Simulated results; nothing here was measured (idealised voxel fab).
Title: Process Module voxel gate over fins
Cross-section cut spans 190 nm and uses square cells 5 nm in size.
If you're reading a cross-section in this doc, picture square cells in a grid; it comes to you as bands, top ones listed first down to the bottom, and a band can be one or more rows of cells.
The band entry comprises the height of the band's top followed by the height of its bottom, expressed in nm, and subsequently the band's materials from left to right, each stated together with its width in nm. Where a single material is marked with the word "all across", that material fills the band from edge to edge. The word "air" represents empty space.
Height datum 0, below which the as-received substrate wafer is one material. Lowest band open at the bottom, running downward: "0 and below".
When a width is written as two numbers, as in "30 to 40", the first number is the width in the top row of cells of the band and the second is the width in its bottom row, and the width changes by the same amount from each row to the next.
"nothing was modified" after a step means that no cell of the cross-section changed.
Entry "Enclosed internal voids" = empty spaces >= 8 cells with no open way to the top; each as width x height at distance, distance from left edge, all nm.
Post-settings text on a step line: simulator's own remark regarding the step.
"overlay nm" on a masked step: distance the mask lay right of its planned place, negative for left.
In what follows, pairs of cross-sections are presented, each taken before and after one process step, with the after cross-section shown only down to the lowest band that was altered; the step, together with its settings, is stated below the pair. The pairs may stem from different runs of this module on the same starting wafer; accordingly, a pair should be taken as continuing from the one above it solely where its entry headed "Before processing step" indicates as much.
-- Before processing step
* 10 down to 0 = SiO2=60; SiN=15; SiO2=5; air=25; SiO2=5; SiN=15; SiO2=65
* 0 down to -20 = SiO2=65; Si=5; SiO2=10; air=25; SiO2=10; Si=5; SiO2=70
* -20 down to -25 = SiO2=65; Si=5; SiO2=10; TiN=5; Ru=15; TiN=5; SiO2=10; Si=5; SiO2=70
* -25 down to -30 = SiO2=65; Si=5; SiO2=10; TiN=25; SiO2=10; Si=5; SiO2=70
* -30 down to -40 = SiO2=65; Si=5; SiO2=45; Si=5; SiO2=70
* -40 and below = Si all across
* Enclosed internal voids: none
-- Result of Step
* 15 down to 10 = SiO2 all across
* 10 down to 0 = SiO2=60; SiN=15; SiO2=35; SiN=15; SiO2=65
* 0 down to -20 = SiO2=65; Si=5; SiO2=45; Si=5; SiO2=70
* Anything lower than -20 is untouched.
* Enclosed internal voids: none
Can you say which step sits between the two cross-sections above? FILL_DEP (material SiO2; thk nm 5)
Before processing step: unchanged from the after cross-section in the pair immediately above; refer to that figure.
-- Result of Step
* 10 down to 0 = SiO2=60; SiN=15; SiO2=35; SiN=15; SiO2=65
* Anything lower than 0 is untouched.
* Enclosed internal voids: none
Can you say which step sits between the two cross-sections above? CMP (height nm 10)
Before processing step: unchanged from the after cross-section in the pair immediately above; refer to that figure.
-- Result of Step
* 10 down to 0 = air=60; SiN=15; air=35; SiN=15; air=65
* 0 down to -15 = air=65; Si=5; air=45; Si=5; air=70
* Anything lower than -15 is untouched.
* Enclosed internal voids: none
Can you say which step sits between the two cross-sections above? SELECTIVE_ETCH (etch materials SiO2; depth nm 25)
Before processing step: unchanged from the after cross-section in the pair immediately above; refer to that figure.
-- Result of Step
* 0 down to -15 = air=65; Si=5; air=45; Si=5; air=70
* Anything lower than -15 is untouched.
* Enclosed internal voids: none
Can you say which step sits between the two cross-sections above? STRIP (etch materials SiN)
Before processing step: unchanged from the after cross-section in the pair immediately above; refer to that figure.
-- Result of Step
* 5 down to 0 = air=60; HfO2=15; air=35; HfO2=15; air=65
* 0 down to -10 = air=60; HfO2=5; Si=5; HfO2=5; air=35; HfO2=5; Si=5; HfO2=5; air=65
* -10 down to -15 = HfO2=65; Si=5; HfO2=45; Si=5; HfO2=70
* Anything lower than -15 is untouched.
* Enclosed internal voids: none
Can you say which step sits between the two cross-sections above? CONFORMAL_DEP (material HfO2; thk nm 5)
Before processing step: unchanged from the after cross-section in the pair immediately above; refer to that figure.
-- Result of Step
* 10 down to 5 = air=55; TiN=25; air=25; TiN=25; air=60
* 5 down to 0 = air=55; TiN=5; HfO2=15; TiN=5; air=25; TiN=5; HfO2=15; TiN=5; air=60
* 0 down to -5 = air=55; TiN=5; HfO2=5; Si=5; HfO2=5; TiN=5; air=25; TiN=5; HfO2=5; Si=5; HfO2=5; TiN=5; air=60
* -5 down to -10 = TiN=60; HfO2=5; Si=5; HfO2=5; TiN=35; HfO2=5; Si=5; HfO2=5; TiN=65
* Anything lower than -10 is untouched.
* Enclosed internal voids: none
Can you say which step sits between the two cross-sections above? CONFORMAL_DEP (material TiN; thk nm 5)
Before processing step: unchanged from the after cross-section in the pair immediately above; refer to that figure.
-- Result of Step
* 15 down to 10 = air=50; TiAl=35; air=15; TiAl=35; air=55
* 10 down to 5 = air=50; TiAl=5; TiN=25; TiAl=5; air=15; TiAl=5; TiN=25; TiAl=5; air=55
* 5 down to 0 = air=50; TiAl=5; TiN=5; HfO2=15; TiN=5; TiAl=5; air=15; TiAl=5; TiN=5; HfO2=15; TiN=5; TiAl=5; air=55
* 0 down to -5 = TiAl=55; TiN=5; HfO2=5; Si=5; HfO2=5; TiN=5; TiAl=25; TiN=5; HfO2=5; Si=5; HfO2=5; TiN=5; TiAl=60
* Anything lower than -5 is untouched.
* Enclosed internal voids: none
Can you say which step sits between the two cross-sections above? CONFORMAL_DEP (material TiAl; thk nm 5)
Before processing step: unchanged from the after cross-section in the pair immediately above; refer to that figure.
-- Result of Step
* 20 down to 15 = air=45; TiN=45; air=5; TiN=45; air=50
* 15 down to 10 = air=45; TiN=5; TiAl=35; TiN=5; air=5; TiN=5; TiAl=35; TiN=5; air=50
* 10 down to 5 = air=45; TiN=5; TiAl=5; TiN=25; TiAl=5; TiN=5; air=5; TiN=5; TiAl=5; TiN=25; TiAl=5; TiN=5; air=50
* 5 down to 0 = TiN=50; TiAl=5; TiN=5; HfO2=15; TiN=5; TiAl=5; TiN=15; TiAl=5; TiN=5; HfO2=15; TiN=5; TiAl=5; TiN=55
* Anything lower than 0 is untouched.
* Enclosed internal voids: none
Can you say which step sits between the two cross-sections above? CONFORMAL_DEP (material TiN; thk nm 5)
Before processing step: unchanged from the after cross-section in the pair immediately above; refer to that figure.
-- Result of Step
* 30 down to 20 = W all across
* 20 down to 15 = W=45; TiN=45; W=5; TiN=45; W=50
* 15 down to 10 = W=45; TiN=5; TiAl=35; TiN=5; W=5; TiN=5; TiAl=35; TiN=5; W=50
* 10 down to 5 = W=45; TiN=5; TiAl=5; TiN=25; TiAl=5; TiN=5; W=5; TiN=5; TiAl=5; TiN=25; TiAl=5; TiN=5; W=50
* Anything lower than 5 is untouched.
* Enclosed internal voids: none
Can you say which step sits between the two cross-sections above? FILL_DEP (material W; thk nm 10)
Before processing step: unchanged from the after cross-section in the pair immediately above; refer to that figure.
-- Result of Step
* 25 down to 20 = W all across
* Anything lower than 20 is untouched.
* Enclosed internal voids: none
Can you say which step sits between the two cross-sections above? CMP (height nm 25)
Before processing step: unchanged from the after cross-section in the pair immediately above; refer to that figure.
-- Result of Step
* 30 down to 25 = SiN all across
* Anything lower than 25 is untouched.
* Enclosed internal voids: none
Can you say which step sits between the two cross-sections above? CONFORMAL_DEP (material SiN; thk nm 5)
-- Before processing step
* 10 down to 0 = SiO2=60; SiN=15; SiO2=35; SiN=15; SiO2=65
* 0 down to -40 = SiO2=65; Si=5; SiO2=45; Si=5; SiO2=70
* -40 and below = Si all across
* Enclosed internal voids: none
-- Result of Step
* 25 down to 10 = resist=90; air=15; resist=85
* Anything lower than 10 is untouched.
* Enclosed internal voids: none
Can you say which step sits between the two cross-sections above? PATTERN (tone open; mask id RAIL; material resist; width nm 15; thk nm 15; overlay nm 5)
Before processing step: unchanged from the after cross-section in the pair immediately above; refer to that figure.
-- Result of Step
* 25 down to 10 = resist=90; air=15; resist=85
* 10 down to 0 = SiO2=60; SiN=15; SiO2=15; air=15; SiO2=5; SiN=15; SiO2=65
* 0 down to -30 = SiO2=65; Si=5; SiO2=20; air=15; SiO2=10; Si=5; SiO2=70
* Anything lower than -30 is untouched.
* Enclosed internal voids: none
Can you say which step sits between the two cross-sections above? DIRECTIONAL_ETCH (etch materials SiO2; depth nm 40)
Before processing step: unchanged from the after cross-section in the pair immediately above; refer to that figure.
-- Result of Step
* 10 down to 0 = SiO2=60; SiN=15; SiO2=15; air=15; SiO2=5; SiN=15; SiO2=65
* Anything lower than 0 is untouched.
* Enclosed internal voids: none
Can you say which step sits between the two cross-sections above? STRIP (etch materials resist)
Before processing step: unchanged from the after cross-section in the pair immediately above; refer to that figure.
-- Result of Step
* 15 down to 10 = TiN=95; air=5; TiN=90
* 10 down to 0 = SiO2=60; SiN=15; SiO2=15; TiN=5; air=5; TiN=5; SiO2=5; SiN=15; SiO2=65
* 0 down to -25 = SiO2=65; Si=5; SiO2=20; TiN=5; air=5; TiN=5; SiO2=10; Si=5; SiO2=70
* -25 down to -30 = SiO2=65; Si=5; SiO2=20; TiN=15; SiO2=10; Si=5; SiO2=70
* Anything lower than -30 is untouched.
* Enclosed internal voids: none
Can you say which step sits between the two cross-sections above? CONFORMAL_DEP (material TiN; thk nm 5)
Before processing step: unchanged from the after cross-section in the pair immediately above; refer to that figure.
-- Result of Step
* 25 down to 15 = Ru all across
* 15 down to 10 = TiN=95; Ru=5; TiN=90
* 10 down to 0 = SiO2=60; SiN=15; SiO2=15; TiN=5; Ru=5; TiN=5; SiO2=5; SiN=15; SiO2=65
* 0 down to -25 = SiO2=65; Si=5; SiO2=20; TiN=5; Ru=5; TiN=5; SiO2=10; Si=5; SiO2=70
* Anything lower than -25 is untouched.
* Enclosed internal voids: none
Can you say which step sits between the two cross-sections above? FILL_DEP (material Ru; thk nm 10)
Before processing step: unchanged from the after cross-section in the pair immediately above; refer to that figure.
-- Result of Step
* 10 down to 0 = SiO2=60; SiN=15; SiO2=15; TiN=5; Ru=5; TiN=5; SiO2=5; SiN=15; SiO2=65
* Anything lower than 0 is untouched.
* Enclosed internal voids: none
Can you say which step sits between the two cross-sections above? CMP (height nm 10)
Before processing step: unchanged from the after cross-section in the pair immediately above; refer to that figure.
-- Result of Step
* 10 down to 0 = SiO2=60; SiN=15; SiO2=15; air=15; SiO2=5; SiN=15; SiO2=65
* 0 down to -20 = SiO2=65; Si=5; SiO2=20; air=15; SiO2=10; Si=5; SiO2=70
* Anything lower than -20 is untouched.
* Enclosed internal voids: none
Can you say which step sits between the two cross-sections above? SELECTIVE_ETCH (etch materials W Ru TiN; depth nm 30)
Before processing step: unchanged from the after cross-section in the pair immediately above; refer to that figure.
-- Result of Step
* 15 down to 10 = SiO2 all across
* 10 down to 0 = SiO2=60; SiN=15; SiO2=35; SiN=15; SiO2=65
* 0 down to -20 = SiO2=65; Si=5; SiO2=45; Si=5; SiO2=70
* Anything lower than -20 is untouched.
* Enclosed internal voids: none
Can you say which step sits between the two cross-sections above? FILL_DEP (material SiO2; thk nm 5)
Before processing step: unchanged from the after cross-section in the pair immediately above; refer to that figure.
-- Result of Step
* 10 down to 0 = SiO2=60; SiN=15; SiO2=35; SiN=15; SiO2=65
* Anything lower than 0 is untouched.
* Enclosed internal voids: none
Can you say which step sits between the two cross-sections above? CMP (height nm 10)
Before processing step: unchanged from the after cross-section in the pair immediately above; refer to that figure.
-- Result of Step
* 10 down to 0 = air=60; SiN=15; air=35; SiN=15; air=65
* 0 down to -15 = air=65; Si=5; air=45; Si=5; air=70
* Anything lower than -15 is untouched.
* Enclosed internal voids: none
Can you say which step sits between the two cross-sections above? SELECTIVE_ETCH (etch materials SiO2; depth nm 25)
Before processing step: unchanged from the after cross-section in the pair immediately above; refer to that figure.
-- Result of Step
* 0 down to -15 = air=65; Si=5; air=45; Si=5; air=70
* Anything lower than -15 is untouched.
* Enclosed internal voids: none
Can you say which step sits between the two cross-sections above? STRIP (etch materials SiN)
Before processing step: unchanged from the after cross-section in the pair immediately above; refer to that figure.
-- Result of Step
* 5 down to 0 = air=60; HfO2=15; air=35; HfO2=15; air=65
* 0 down to -10 = air=60; HfO2=5; Si=5; HfO2=5; air=35; HfO2=5; Si=5; HfO2=5; air=65
* -10 down to -15 = HfO2=65; Si=5; HfO2=45; Si=5; HfO2=70
* Anything lower than -15 is untouched.
* Enclosed internal voids: none
Can you say which step sits between the two cross-sections above? CONFORMAL_DEP (material HfO2; thk nm 5)
Before processing step: unchanged from the after cross-section in the pair immediately above; refer to that figure.
-- Result of Step
* 10 down to 5 = air=55; TiN=25; air=25; TiN=25; air=60
* 5 down to 0 = air=55; TiN=5; HfO2=15; TiN=5; air=25; TiN=5; HfO2=15; TiN=5; air=60
* 0 down to -5 = air=55; TiN=5; HfO2=5; Si=5; HfO2=5; TiN=5; air=25; TiN=5; HfO2=5; Si=5; HfO2=5; TiN=5; air=60
* -5 down to -10 = TiN=60; HfO2=5; Si=5; HfO2=5; TiN=35; HfO2=5; Si=5; HfO2=5; TiN=65
* Anything lower than -10 is untouched.
* Enclosed internal voids: none
Can you say which step sits between the two cross-sections above? CONFORMAL_DEP (material TiN; thk nm 5)
Before processing step: unchanged from the after cross-section in the pair immediately above; refer to that figure.
-- Result of Step
* 15 down to 10 = air=50; TiAl=35; air=15; TiAl=35; air=55
* 10 down to 5 = air=50; TiAl=5; TiN=25; TiAl=5; air=15; TiAl=5; TiN=25; TiAl=5; air=55
* 5 down to 0 = air=50; TiAl=5; TiN=5; HfO2=15; TiN=5; TiAl=5; air=15; TiAl=5; TiN=5; HfO2=15; TiN=5; TiAl=5; air=55
* 0 down to -5 = TiAl=55; TiN=5; HfO2=5; Si=5; HfO2=5; TiN=5; TiAl=25; TiN=5; HfO2=5; Si=5; HfO2=5; TiN=5; TiAl=60
* Anything lower than -5 is untouched.
* Enclosed internal voids: none
Can you say which step sits between the two cross-sections above? CONFORMAL_DEP (material TiAl; thk nm 5)
Before processing step: unchanged from the after cross-section in the pair immediately above; refer to that figure.
-- Result of Step
* 20 down to 15 = air=45; TiN=45; air=5; TiN=45; air=50
* 15 down to 10 = air=45; TiN=5; TiAl=35; TiN=5; air=5; TiN=5; TiAl=35; TiN=5; air=50
* 10 down to 5 = air=45; TiN=5; TiAl=5; TiN=25; TiAl=5; TiN=5; air=5; TiN=5; TiAl=5; TiN=25; TiAl=5; TiN=5; air=50
* 5 down to 0 = TiN=50; TiAl=5; TiN=5; HfO2=15; TiN=5; TiAl=5; TiN=15; TiAl=5; TiN=5; HfO2=15; TiN=5; TiAl=5; TiN=55
* Anything lower than 0 is untouched.
* Enclosed internal voids: none
Can you say which step sits between the two cross-sections above? CONFORMAL_DEP (material TiN; thk nm 5)
Before processing step: unchanged from the after cross-section in the pair immediately above; refer to that figure.
-- Result of Step
* 30 down to 20 = W all across
* 20 down to 15 = W=45; TiN=45; W=5; TiN=45; W=50
* 15 down to 10 = W=45; TiN=5; TiAl=35; TiN=5; W=5; TiN=5; TiAl=35; TiN=5; W=50
* 10 down to 5 = W=45; TiN=5; TiAl=5; TiN=25; TiAl=5; TiN=5; W=5; TiN=5; TiAl=5; TiN=25; TiAl=5; TiN=5; W=50
* Anything lower than 5 is untouched.
* Enclosed internal voids: none
Can you say which step sits between the two cross-sections above? FILL_DEP (material W; thk nm 10)
Before processing step: unchanged from the after cross-section in the pair immediately above; refer to that figure.
-- Result of Step
* 25 down to 20 = W all across
* Anything lower than 20 is untouched.
* Enclosed internal voids: none
Can you say which step sits between the two cross-sections above? CMP (height nm 25)
Before processing step: unchanged from the after cross-section in the pair immediately above; refer to that figure.
-- Result of Step
* 30 down to 25 = SiN all across
* Anything lower than 25 is untouched.
* Enclosed internal voids: none
Can you say which step sits between the two cross-sections above? CONFORMAL_DEP (material SiN; thk nm 5)
-- Before processing step
* 25 down to 20 = W all across
* 20 down to 15 = W=45; TiN=45; W=5; TiN=45; W=50
* 15 down to 10 = W=45; TiN=5; TiAl=35; TiN=5; W=5; TiN=5; TiAl=35; TiN=5; W=50
* 10 down to 5 = W=45; TiN=5; TiAl=5; TiN=25; TiAl=5; TiN=5; W=5; TiN=5; TiAl=5; TiN=25; TiAl=5; TiN=5; W=50
* 5 down to 0 = TiN=50; TiAl=5; TiN=5; HfO2=15; TiN=5; TiAl=5; TiN=15; TiAl=5; TiN=5; HfO2=15; TiN=5; TiAl=5; TiN=55
* 0 down to -5 = TiAl=55; TiN=5; HfO2=5; Si=5; HfO2=5; TiN=5; TiAl=25; TiN=5; HfO2=5; Si=5; HfO2=5; TiN=5; TiAl=60
* -5 down to -10 = TiN=60; HfO2=5; Si=5; HfO2=5; TiN=35; HfO2=5; Si=5; HfO2=5; TiN=65
* -10 down to -15 = HfO2=65; Si=5; HfO2=45; Si=5; HfO2=70
* -15 down to -20 = SiO2=65; Si=5; SiO2=45; Si=5; SiO2=70
* -20 down to -25 = SiO2=65; Si=5; SiO2=15; TiN=5; Ru=5; TiN=5; SiO2=15; Si=5; SiO2=70
* -25 down to -30 = SiO2=65; Si=5; SiO2=15; TiN=15; SiO2=15; Si=5; SiO2=70
* -30 down to -40 = SiO2=65; Si=5; SiO2=45; Si=5; SiO2=70
* -40 and below = Si all across
* Enclosed internal voids: none
-- Result of Step
* 30 down to 25 = TiAl all across
* Anything lower than 25 is untouched.
* Enclosed internal voids: none
Can you say which step sits between the two cross-sections above? CONFORMAL_DEP (material TiAl; thk nm 5)
-- Before processing step
* 10 down to 0 = SiN all across
* 0 and below = Si all across
* Enclosed internal voids: none
-- Result of Step
* 10 down to 0 = SiN=60; air=15; SiN=35; air=15; SiN=65
* Anything lower than 0 is untouched.
* Enclosed internal voids: none
Can you say which step sits between the two cross-sections above? MASKED_ETCH (tone open; mask id FINS; width nm 15; pitch nm 50; etch materials SiN; depth nm 10; overlay nm 0)
Before processing step: unchanged from the after cross-section in the pair immediately above; refer to that figure.
-- Result of Step
* 10 down to 0 = SiN=60; air=15; SiN=35; air=15; SiN=65
* 0 down to -5 = Si=55; SiO2=25; Si=25; SiO2=25; Si=60
* Anything lower than -5 is untouched.
* Enclosed internal voids: none
Can you say which step sits between the two cross-sections above? OXIDIZE (depth nm 5)
Before processing step: unchanged from the after cross-section in the pair immediately above; refer to that figure.
-- Result of Step
* 25 down to 10 = SiO2 all across
* 10 down to 0 = SiN=60; SiO2=15; SiN=35; SiO2=15; SiN=65
* Anything lower than 0 is untouched.
* Enclosed internal voids: none
Can you say which step sits between the two cross-sections above? FILL_DEP (material SiO2; thk nm 15)
Before processing step: unchanged from the after cross-section in the pair immediately above; refer to that figure.
-- Result of Step
* 10 down to 0 = SiN=60; SiO2=15; SiN=35; SiO2=15; SiN=65
* Anything lower than 0 is untouched.
* Enclosed internal voids: none
Can you say which step sits between the two cross-sections above? CMP (height nm 10)
Before processing step: unchanged from the after cross-section in the pair immediately above; refer to that figure.
-- Result of Step
* 25 down to 10 = resist=85; air=15; resist=90
* Anything lower than 10 is untouched.
* Enclosed internal voids: none
Can you say which step sits between the two cross-sections above? PATTERN (tone open; mask id RAIL; material resist; width nm 15; thk nm 15; overlay nm 0)
Before processing step: unchanged from the after cross-section in the pair immediately above; refer to that figure.
-- Result of Step
* 10 down to 0 = SiN=60; SiO2=15; SiN=35; SiO2=15; SiN=65
* Anything lower than 0 is untouched.
* Enclosed internal voids: none
Can you say which step sits between the two cross-sections above? STRIP (etch materials resist)
Before processing step: unchanged from the after cross-section in the pair immediately above; refer to that figure.
-- Result of Step
* 15 down to 10 = TiN all across
* Anything lower than 10 is untouched.
* Enclosed internal voids: none
Can you say which step sits between the two cross-sections above? CONFORMAL_DEP (material TiN; thk nm 5)
Before processing step: unchanged from the after cross-section in the pair immediately above; refer to that figure.
-- Result of Step
* 25 down to 15 = Ru all across
* Anything lower than 15 is untouched.
* Enclosed internal voids: none
Can you say which step sits between the two cross-sections above? FILL_DEP (material Ru; thk nm 10)
Before processing step: unchanged from the after cross-section in the pair immediately above; refer to that figure.
-- Result of Step
* 10 down to 0 = SiN=60; SiO2=15; SiN=35; SiO2=15; SiN=65
* Anything lower than 0 is untouched.
* Enclosed internal voids: none
Can you say which step sits between the two cross-sections above? CMP (height nm 10)
Before processing step: unchanged from the after cross-section in the pair immediately above; refer to that figure.
-- Result of Step
* 15 down to 10 = SiO2 all across
* Anything lower than 10 is untouched.
* Enclosed internal voids: none
Can you say which step sits between the two cross-sections above? FILL_DEP (material SiO2; thk nm 5)
Before processing step: unchanged from the after cross-section in the pair immediately above; refer to that figure.
-- Result of Step
* 10 down to 0 = SiN=60; SiO2=15; SiN=35; SiO2=15; SiN=65
* Anything lower than 0 is untouched.
* Enclosed internal voids: none
Can you say which step sits between the two cross-sections above? CMP (height nm 10)
Before processing step: unchanged from the after cross-section in the pair immediately above; refer to that figure.
-- Result of Step
* 10 down to 0 = SiN=60; air=15; SiN=35; air=15; SiN=65
* 0 down to -5 = Si=55; air=25; Si=25; air=25; Si=60
* Anything lower than -5 is untouched.
* Enclosed internal voids: none
Can you say which step sits between the two cross-sections above? SELECTIVE_ETCH (etch materials SiO2; depth nm 25)
Before processing step: unchanged from the after cross-section in the pair immediately above; refer to that figure.
-- Result of Step
* 0 down to -5 = Si=55; air=25; Si=25; air=25; Si=60
* Anything lower than -5 is untouched.
* Enclosed internal voids: none
Can you say which step sits between the two cross-sections above? STRIP (etch materials SiN)
Before processing step: unchanged from the after cross-section in the pair immediately above; refer to that figure.
-- Result of Step
* 5 down to 0 = HfO2=60; air=15; HfO2=35; air=15; HfO2=65
* 0 down to -5 = Si=55; HfO2=25; Si=25; HfO2=25; Si=60
* Anything lower than -5 is untouched.
* Enclosed internal voids: none
Can you say which step sits between the two cross-sections above? CONFORMAL_DEP (material HfO2; thk nm 5)
Before processing step: unchanged from the after cross-section in the pair immediately above; refer to that figure.
-- Result of Step
* 10 down to 5 = TiN=65; air=5; TiN=45; air=5; TiN=70
* 5 down to 0 = HfO2=60; TiN=15; HfO2=35; TiN=15; HfO2=65
* Anything lower than 0 is untouched.
* Enclosed internal voids: none
Can you say which step sits between the two cross-sections above? CONFORMAL_DEP (material TiN; thk nm 5)
Before processing step: unchanged from the after cross-section in the pair immediately above; refer to that figure.
-- Result of Step
* 15 down to 10 = TiAl all across
* 10 down to 5 = TiN=65; TiAl=5; TiN=45; TiAl=5; TiN=70
* Anything lower than 5 is untouched.
* Enclosed internal voids: none
Can you say which step sits between the two cross-sections above? CONFORMAL_DEP (material TiAl; thk nm 5)
Before processing step: unchanged from the after cross-section in the pair immediately above; refer to that figure.
-- Result of Step
* 20 down to 15 = TiN all across
* Anything lower than 15 is untouched.
* Enclosed internal voids: none
Can you say which step sits between the two cross-sections above? CONFORMAL_DEP (material TiN; thk nm 5)
Before processing step: unchanged from the after cross-section in the pair immediately above; refer to that figure.
-- Result of Step
* 30 down to 20 = W all across
* Anything lower than 20 is untouched.
* Enclosed internal voids: none
Can you say which step sits between the two cross-sections above? FILL_DEP (material W; thk nm 10)
Before processing step: unchanged from the after cross-section in the pair immediately above; refer to that figure.
-- Result of Step
* 25 down to 20 = W all across
* Anything lower than 20 is untouched.
* Enclosed internal voids: none
Can you say which step sits between the two cross-sections above? CMP (height nm 25)
Before processing step: unchanged from the after cross-section in the pair immediately above; refer to that figure.
-- Result of Step
* 30 down to 25 = SiN all across
* Anything lower than 25 is untouched.
* Enclosed internal voids: none
Can you say which step sits between the two cross-sections above? CONFORMAL_DEP (material SiN; thk nm 5)
